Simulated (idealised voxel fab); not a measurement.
This section sets out a process module, namely voxel released beams.
Displayed cross-section: cut, width of 270 nm, square cells sized 5 nm.
This document writes a cross-section as a grid whose cells are square, and gives it as bands, listed from the top down; one or more rows of cells form a band.
Quick guide to a band line: top height, bottom height (nm) up front; then every material left to right with its width in nm. Only one material and it's marked "full width"? Then it fills the band edge to edge. And "blank" just means empty space.
Height 0 is the level under which the wafer as received is all one material. The lowest band goes on downwards, as in "0..down".
When a width is written as two numbers, as in "30..40", the first number is the width in the top row of cells of the band and the second is the width in its bottom row, and the width changes by the same amount from each row to the next.
Step note "changes: none" = no cross-section cell changed.
Listed in "closed voids": every empty space of 8 or more cells without an open way to the top. Form: width x height at distance, the distance being from the left edge, all in nm.
Where a step's line continues beyond its settings, the continuation is a remark by the simulator itself on that step.
"overlay nm" on a masked step: distance the mask lay right of its planned place, negative for left.

### So here's the lineup of process steps we planned
step 1: RECEIVE (material Si)
step 2: CONFORMAL_DEP (material SiN; thk nm 10)
step 3: DIRECTIONAL_DEP (material SiO2; thk nm 20)
step 4: MASKED_ETCH (tone open; mask id ANCHOR; width nm 30; etch materials SiO2; depth nm 20; overlay nm 0)
step 5: CONFORMAL_DEP (material polySi; thk nm 10)
step 6: DIRECTIONAL_DEP (material aC; thk nm 10)
step 7: PATTERN (tone cover; mask id BEAM; material resist; width nm 90; thk nm 25; overlay nm 0)
step 8: DIRECTIONAL_ETCH (etch materials aC; depth nm 10)
step 9: STRIP (etch materials resist)
step 10: DIRECTIONAL_ETCH (etch materials polySi; depth nm 10)
step 11: STRIP (etch materials aC)
step 12: STRIP (etch materials SiO2)

### Cross-sectional view of the wafer in its as-received condition, corresponding to the state after step 1
  0..down  Si full width
  closed voids: none

### As-planned run: cross-section of the first of two wafers at end of module
  40..30  blank=85 / polySi=15 / blank=10 / polySi=65 / blank=95
  30..20  blank=90 / polySi=10 / blank=10 / polySi=10 / blank=150
  20..10  blank=90 / polySi=30 / blank=150
  10..0  SiN full width
  0..down  Si full width
  closed voids: none

### Cross-section, second wafer: same start as the first, same plan as the first, one mistake in running it; taken at the end of the module
  40..30  blank=85 / polySi=90 / blank=95
  30..20  SiN full width
  20..0  SiO2 full width
  0..down  Si full width
  closed voids: none
In executing the process, a mistake was made relative to the plan: step 2 ran in the slot meant for step 3, and vice versa
Materials where the second wafer ends with more or fewer cells than the first: 216 more of SiO2, 16 fewer of polySi
